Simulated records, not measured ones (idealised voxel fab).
This is a process module. Its name is voxel quadruple lines.
Each square cell in cross-section cut measures 5 nm, and the section as a whole is 230 nm wide.
Square cells in a grid make up a cross-section in this document, and the grid is given as bands, listed from the top down, each one or more rows of cells.
Band entry format. Leading values: height of top, height of bottom, nm. Remainder: materials in left-to-right order, each with its width in nm. Special words: "edge to edge" on a single material, which then fills the band edge to edge; "blank", empty space.
Heads up on the height convention: 0 is the point under which the incoming wafer is all one material, and the lowest band has no bottom, it just keeps going down, like "0 down".
With a width like "30 to 40", each row of cells in the band differs from the next by the same amount, the top row carrying the first number and the bottom row the second.
Step marked "same as before"? Then no cell in the cross-section changed in it.
What "Listed closed voids" gives you is every empty space of 8 cells or more that is cut off from the top. Each appears as width x height at distance, with the distance taken from the left edge and width, height and distance all in nm.
Formally, on a step line, whatever follows the settings is a remark that the simulator itself makes on the step.
On any step carrying a mask, the "overlay nm" setting, if present on the step's line, tells how far right of its planned place the mask lay; negative values point to the left.

**Here's what the planned process steps look like**
1) RECEIVE with material Si
2) CONFORMAL_DEP with material SiO2, thk nm 5
3) DIRECTIONAL_DEP with material W, thk nm 15
4) DIRECTIONAL_DEP with material polySi, thk nm 20
5) DIRECTIONAL_DEP with material aC, thk nm 20
6) PATTERN with tone cover, mask id MANDREL, material resist, width nm 30, pitch nm 80, thk nm 25, overlay nm 0
7) DIRECTIONAL_ETCH with etch materials aC, depth nm 20
8) STRIP with etch materials resist
9) CONFORMAL_DEP with material SiO2, thk nm 10
10) DIRECTIONAL_ETCH with etch materials SiO2, depth nm 10
11) STRIP with etch materials aC
12) DIRECTIONAL_ETCH with etch materials polySi, depth nm 20
13) STRIP with etch materials SiO2
14) CONFORMAL_DEP with material SiCN, thk nm 10
15) DIRECTIONAL_ETCH with etch materials SiCN, depth nm 10
16) STRIP with etch materials polySi
17) DIRECTIONAL_ETCH with etch materials W, depth nm 15
18) STRIP with etch materials SiCN
19) FILL_DEP with material SiO2, thk nm 5
20) CMP with height nm 20

**First wafer out of two, processed as planned**

**Step 1 complete: cross-section of the wafer as received**
> 0 down  Si edge to edge
> Listed closed voids: none

**Cross-section: wafer state after step 2**
> 5 to 0  SiO2 edge to edge
> below 0: unchanged

**Cross-section: wafer state after step 3**
> 20 to 5  W edge to edge
> below 5: unchanged

**Cross-section: wafer state after step 4**
> 40 to 20  polySi edge to edge
> below 20: unchanged

**Cross-section: wafer state after step 5**
> 60 to 40  aC edge to edge
> below 40: unchanged

**Cross-section: wafer state after step 6**
> 85 to 60  60 nm blank; 30 nm resist; 50 nm blank; 30 nm resist; 60 nm blank
> below 60: unchanged

**Cross-section: wafer state after step 7**
> 65 to 60  60 nm blank; 30 nm resist; 50 nm blank; 30 nm resist; 60 nm blank
> 60 to 40  60 nm blank; 30 nm aC; 50 nm blank; 30 nm aC; 60 nm blank
> below 40: unchanged

**Cross-section: wafer state after step 8**
> 60 to 40  60 nm blank; 30 nm aC; 50 nm blank; 30 nm aC; 60 nm blank
> below 40: unchanged

**Cross-section: wafer state after step 9**
> 70 to 60  50 nm blank; 50 nm SiO2; 30 nm blank; 50 nm SiO2; 50 nm blank
> 60 to 50  50 nm blank; 10 nm SiO2; 30 nm aC; 10 nm SiO2; 30 nm blank; 10 nm SiO2; 30 nm aC; 10 nm SiO2; 50 nm blank
> 50 to 40  60 nm SiO2; 30 nm aC; 50 nm SiO2; 30 nm aC; 60 nm SiO2
> below 40: unchanged

**Cross-section: wafer state after step 10**
> 60 to 40  50 nm blank; 10 nm SiO2; 30 nm aC; 10 nm SiO2; 30 nm blank; 10 nm SiO2; 30 nm aC; 10 nm SiO2; 50 nm blank
> below 40: unchanged

**Cross-section: wafer state after step 11**
> 60 to 40  50 nm blank; 10 nm SiO2; 30 nm blank; 10 nm SiO2; 30 nm blank; 10 nm SiO2; 30 nm blank; 10 nm SiO2; 50 nm blank
> below 40: unchanged

**Cross-section: wafer state after step 12**
> 60 to 40  50 nm blank; 10 nm SiO2; 30 nm blank; 10 nm SiO2; 30 nm blank; 10 nm SiO2; 30 nm blank; 10 nm SiO2; 50 nm blank
> 40 to 20  50 nm blank; 10 nm polySi; 30 nm blank; 10 nm polySi; 30 nm blank; 10 nm polySi; 30 nm blank; 10 nm polySi; 50 nm blank
> below 20: unchanged

**Cross-section: wafer state after step 13**
> 40 to 20  50 nm blank; 10 nm polySi; 30 nm blank; 10 nm polySi; 30 nm blank; 10 nm polySi; 30 nm blank; 10 nm polySi; 50 nm blank
> below 20: unchanged

**Cross-section: wafer state after step 14**
> 50 to 40  40 nm blank; 30 nm SiCN; 10 nm blank; 30 nm SiCN; 10 nm blank; 30 nm SiCN; 10 nm blank; 30 nm SiCN; 40 nm blank
> 40 to 30  40 nm blank; 10 nm SiCN; 10 nm polySi; 10 nm SiCN; 10 nm blank; 10 nm SiCN; 10 nm polySi; 10 nm SiCN; 10 nm blank; 10 nm SiCN; 10 nm polySi; 10 nm SiCN; 10 nm blank; 10 nm SiCN; 10 nm polySi; 10 nm SiCN; 40 nm blank
> 30 to 20  50 nm SiCN; 10 nm polySi; 30 nm SiCN; 10 nm polySi; 30 nm SiCN; 10 nm polySi; 30 nm SiCN; 10 nm polySi; 50 nm SiCN
> below 20: unchanged

**Cross-section: wafer state after step 15**
> 40 to 20  40 nm blank; 10 nm SiCN; 10 nm polySi; 10 nm SiCN; 10 nm blank; 10 nm SiCN; 10 nm polySi; 10 nm SiCN; 10 nm blank; 10 nm SiCN; 10 nm polySi; 10 nm SiCN; 10 nm blank; 10 nm SiCN; 10 nm polySi; 10 nm SiCN; 40 nm blank
> below 20: unchanged

**Cross-section: wafer state after step 16**
> 40 to 20  40 nm blank; 10 nm SiCN; 10 nm blank; 10 nm SiCN; 10 nm blank; 10 nm SiCN; 10 nm blank; 10 nm SiCN; 10 nm blank; 10 nm SiCN; 10 nm blank; 10 nm SiCN; 10 nm blank; 10 nm SiCN; 10 nm blank; 10 nm SiCN; 40 nm blank
> below 20: unchanged

**Cross-section: wafer state after step 17**
> 40 to 20  40 nm blank; 10 nm SiCN; 10 nm blank; 10 nm SiCN; 10 nm blank; 10 nm SiCN; 10 nm blank; 10 nm SiCN; 10 nm blank; 10 nm SiCN; 10 nm blank; 10 nm SiCN; 10 nm blank; 10 nm SiCN; 10 nm blank; 10 nm SiCN; 40 nm blank
> 20 to 5  40 nm blank; 10 nm W; 10 nm blank; 10 nm W; 10 nm blank; 10 nm W; 10 nm blank; 10 nm W; 10 nm blank; 10 nm W; 10 nm blank; 10 nm W; 10 nm blank; 10 nm W; 10 nm blank; 10 nm W; 40 nm blank
> below 5: unchanged

**Cross-section: wafer state after step 18**
> 20 to 5  40 nm blank; 10 nm W; 10 nm blank; 10 nm W; 10 nm blank; 10 nm W; 10 nm blank; 10 nm W; 10 nm blank; 10 nm W; 10 nm blank; 10 nm W; 10 nm blank; 10 nm W; 10 nm blank; 10 nm W; 40 nm blank
> below 5: unchanged

**Cross-section: wafer state after step 19**
> 25 to 20  SiO2 edge to edge
> 20 to 5  40 nm SiO2; 10 nm W; 10 nm SiO2; 10 nm W; 10 nm SiO2; 10 nm W; 10 nm SiO2; 10 nm W; 10 nm SiO2; 10 nm W; 10 nm SiO2; 10 nm W; 10 nm SiO2; 10 nm W; 10 nm SiO2; 10 nm W; 40 nm SiO2
> below 5: unchanged

**Cross-section: wafer state after step 20**
> 20 to 5  40 nm SiO2; 10 nm W; 10 nm SiO2; 10 nm W; 10 nm SiO2; 10 nm W; 10 nm SiO2; 10 nm W; 10 nm SiO2; 10 nm W; 10 nm SiO2; 10 nm W; 10 nm SiO2; 10 nm W; 10 nm SiO2; 10 nm W; 40 nm SiO2
> below 5: unchanged

**Wafer two of the pair: same origin, same plan, one error during the run; identical to wafer one up to and including step 5**

**Planned end of step 6: second wafer, cross-section**
> 85 to 60  70 nm blank; 30 nm resist; 50 nm blank; 30 nm resist; 50 nm blank
> below 60: unchanged

**Planned end of step 7: second wafer, cross-section**
> 65 to 60  70 nm blank; 30 nm resist; 50 nm blank; 30 nm resist; 50 nm blank
> 60 to 40  70 nm blank; 30 nm aC; 50 nm blank; 30 nm aC; 50 nm blank
> below 40: unchanged

**Planned end of step 8: second wafer, cross-section**
> 60 to 40  70 nm blank; 30 nm aC; 50 nm blank; 30 nm aC; 50 nm blank
> below 40: unchanged

**Planned end of step 9: second wafer, cross-section**
> 70 to 60  60 nm blank; 50 nm SiO2; 30 nm blank; 50 nm SiO2; 40 nm blank
> 60 to 50  60 nm blank; 10 nm SiO2; 30 nm aC; 10 nm SiO2; 30 nm blank; 10 nm SiO2; 30 nm aC; 10 nm SiO2; 40 nm blank
> 50 to 40  70 nm SiO2; 30 nm aC; 50 nm SiO2; 30 nm aC; 50 nm SiO2
> below 40: unchanged

**Planned end of step 10: second wafer, cross-section**
> 60 to 40  60 nm blank; 10 nm SiO2; 30 nm aC; 10 nm SiO2; 30 nm blank; 10 nm SiO2; 30 nm aC; 10 nm SiO2; 40 nm blank
> below 40: unchanged

**Planned end of step 11: second wafer, cross-section**
> 60 to 40  60 nm blank; 10 nm SiO2; 30 nm blank; 10 nm SiO2; 30 nm blank; 10 nm SiO2; 30 nm blank; 10 nm SiO2; 40 nm blank
> below 40: unchanged

**Planned end of step 12: second wafer, cross-section**
> 60 to 40  60 nm blank; 10 nm SiO2; 30 nm blank; 10 nm SiO2; 30 nm blank; 10 nm SiO2; 30 nm blank; 10 nm SiO2; 40 nm blank
> 40 to 20  60 nm blank; 10 nm polySi; 30 nm blank; 10 nm polySi; 30 nm blank; 10 nm polySi; 30 nm blank; 10 nm polySi; 40 nm blank
> below 20: unchanged

**Planned end of step 13: second wafer, cross-section**
> 40 to 20  60 nm blank; 10 nm polySi; 30 nm blank; 10 nm polySi; 30 nm blank; 10 nm polySi; 30 nm blank; 10 nm polySi; 40 nm blank
> below 20: unchanged

**Planned end of step 14: second wafer, cross-section**
> 50 to 40  50 nm blank; 30 nm SiCN; 10 nm blank; 30 nm SiCN; 10 nm blank; 30 nm SiCN; 10 nm blank; 30 nm SiCN; 30 nm blank
> 40 to 30  50 nm blank; 10 nm SiCN; 10 nm polySi; 10 nm SiCN; 10 nm blank; 10 nm SiCN; 10 nm polySi; 10 nm SiCN; 10 nm blank; 10 nm SiCN; 10 nm polySi; 10 nm SiCN; 10 nm blank; 10 nm SiCN; 10 nm polySi; 10 nm SiCN; 30 nm blank
> 30 to 20  60 nm SiCN; 10 nm polySi; 30 nm SiCN; 10 nm polySi; 30 nm SiCN; 10 nm polySi; 30 nm SiCN; 10 nm polySi; 40 nm SiCN
> below 20: unchanged

**Planned end of step 15: second wafer, cross-section**
> 40 to 20  50 nm blank; 10 nm SiCN; 10 nm polySi; 10 nm SiCN; 10 nm blank; 10 nm SiCN; 10 nm polySi; 10 nm SiCN; 10 nm blank; 10 nm SiCN; 10 nm polySi; 10 nm SiCN; 10 nm blank; 10 nm SiCN; 10 nm polySi; 10 nm SiCN; 30 nm blank
> below 20: unchanged

**Planned end of step 16: second wafer, cross-section**
> 40 to 20  50 nm blank; 10 nm SiCN; 10 nm blank; 10 nm SiCN; 10 nm blank; 10 nm SiCN; 10 nm blank; 10 nm SiCN; 10 nm blank; 10 nm SiCN; 10 nm blank; 10 nm SiCN; 10 nm blank; 10 nm SiCN; 10 nm blank; 10 nm SiCN; 30 nm blank
> below 20: unchanged

**Planned end of step 17: second wafer, cross-section**
> 40 to 20  50 nm blank; 10 nm SiCN; 10 nm blank; 10 nm SiCN; 10 nm blank; 10 nm SiCN; 10 nm blank; 10 nm SiCN; 10 nm blank; 10 nm SiCN; 10 nm blank; 10 nm SiCN; 10 nm blank; 10 nm SiCN; 10 nm blank; 10 nm SiCN; 30 nm blank
> 20 to 5  50 nm blank; 10 nm W; 10 nm blank; 10 nm W; 10 nm blank; 10 nm W; 10 nm blank; 10 nm W; 10 nm blank; 10 nm W; 10 nm blank; 10 nm W; 10 nm blank; 10 nm W; 10 nm blank; 10 nm W; 30 nm blank
> below 5: unchanged

**Planned end of step 18: second wafer, cross-section**
> 20 to 5  50 nm blank; 10 nm W; 10 nm blank; 10 nm W; 10 nm blank; 10 nm W; 10 nm blank; 10 nm W; 10 nm blank; 10 nm W; 10 nm blank; 10 nm W; 10 nm blank; 10 nm W; 10 nm blank; 10 nm W; 30 nm blank
> below 5: unchanged

**Planned end of step 19: second wafer, cross-section**
> 25 to 20  SiO2 edge to edge
> 20 to 5  50 nm SiO2; 10 nm W; 10 nm SiO2; 10 nm W; 10 nm SiO2; 10 nm W; 10 nm SiO2; 10 nm W; 10 nm SiO2; 10 nm W; 10 nm SiO2; 10 nm W; 10 nm SiO2; 10 nm W; 10 nm SiO2; 10 nm W; 30 nm SiO2
> below 5: unchanged

**Planned end of step 20: second wafer, cross-section**
> 20 to 5  50 nm SiO2; 10 nm W; 10 nm SiO2; 10 nm W; 10 nm SiO2; 10 nm W; 10 nm SiO2; 10 nm W; 10 nm SiO2; 10 nm W; 10 nm SiO2; 10 nm W; 10 nm SiO2; 10 nm W; 10 nm SiO2; 10 nm W; 30 nm SiO2
> below 5: unchanged
What broke from the plan during processing? step 6 ran differently from the plan; actual operation with settings: PATTERN with tone cover, mask id MANDREL, material resist, width nm 30, pitch nm 80, thk nm 25, overlay nm 10
So at the finish, the second wafer's got exactly as many cells of each material as the first, just not in the same spots.
